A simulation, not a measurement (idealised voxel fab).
A process module follows: voxel self aligned contacts.
This is section cut - it's 230 nm across, gridded in 5 nm square cells.
Throughout this document, each cross-section is represented as a grid of square cells and is presented as a sequence of bands enumerated from the top downward, where a band comprises one or more rows of cells.
Within each band entry, the heights of the top and of the bottom of the band appear first, in that order and in nm; the materials of the band then follow from left to right, each with its corresponding width in nm. The designation "all across" on a single material indicates that it fills the band from edge to edge; the designation "empty" indicates empty space.
The reference from which all heights are counted is 0, the level beneath which the as-received wafer is entirely one material; the lowest band, having no lower bound, proceeds downward and is written after the example "0 down".
Width: "30 to 40" (first number = top row, second number = bottom row, same change from row to row of cells).
Key: "no alterations made" - step with no changed cell in the cross-section.
This entry, "Tabulated closed voids", enumerates those empty regions of no fewer than 8 cells that possess no open connection to the top. Each region is reported in the form width x height at distance, the distance being taken from the left edge, with all three quantities expressed in nm.
after a step's settings: what the simulator itself notes on the step
A step's line can hold "overlay nm"; with a mask on that step, the setting says how far right of the planned place the mask lay, while a negative setting says it lay to the left.
## Here's what the planned process steps look like
1. RECEIVE | material Si
2. OXIDIZE | depth nm 5
3. DIRECTIONAL_DEP | material polySi | thk nm 30
4. DIRECTIONAL_DEP | material SiN | thk nm 20
5. PATTERN | tone cover | mask id GATE | material resist | width nm 35 | pitch nm 70 | thk nm 20 | overlay nm 0
6. DIRECTIONAL_ETCH | etch materials SiN | depth nm 20
7. DIRECTIONAL_ETCH | etch materials polySi | depth nm 30
8. STRIP | etch materials resist
9. CONFORMAL_DEP | material SiN | thk nm 5
10. DIRECTIONAL_ETCH | etch materials SiN | depth nm 5
11. FILL_DEP | material SiO2 | thk nm 20
12. CMP | height nm 60
13. MASKED_ETCH | tone open | mask id CONTACT | width nm 55 | etch materials SiO2 | depth nm 65 | overlay nm 0
14. CONFORMAL_DEP | material TiN | thk nm 5
15. FILL_DEP | material W | thk nm 5
16. CMP | height nm 60
17. CONFORMAL_DEP | material SiN | thk nm 5
## Wafer at receipt (post step 1), cross-section
- 0 down: Si all across
- Tabulated closed voids: none
## The cross-section shown corresponds to the wafer at the conclusion of the module. The initial structure and the process plan are those presented above; however, one mistake occurred in executing the plan
- 65 to 60: SiN all across
- 60 to 50: 85 SiO2 / 5 to 20 TiN / 45 to 15 W / 5 to 20 TiN / 90 SiO2
- 50 to 30: 55 SiO2 / 45 SiN / 5 TiN / 15 W / 5 TiN / 45 SiN / 60 SiO2
- 30 to 5: 55 SiO2 / 5 SiN / 35 polySi / 5 SiN / 5 TiN / 15 W / 5 TiN / 5 SiN / 35 polySi / 5 SiN / 60 SiO2
- 5 to 0: 55 SiO2 / 5 SiN / 35 polySi / 5 SiN / 25 TiN / 5 SiN / 35 polySi / 5 SiN / 60 SiO2
- 0 down: Si all across
- Tabulated closed voids: none
Here's what went sideways: step 2 of the plan was omitted and not executed
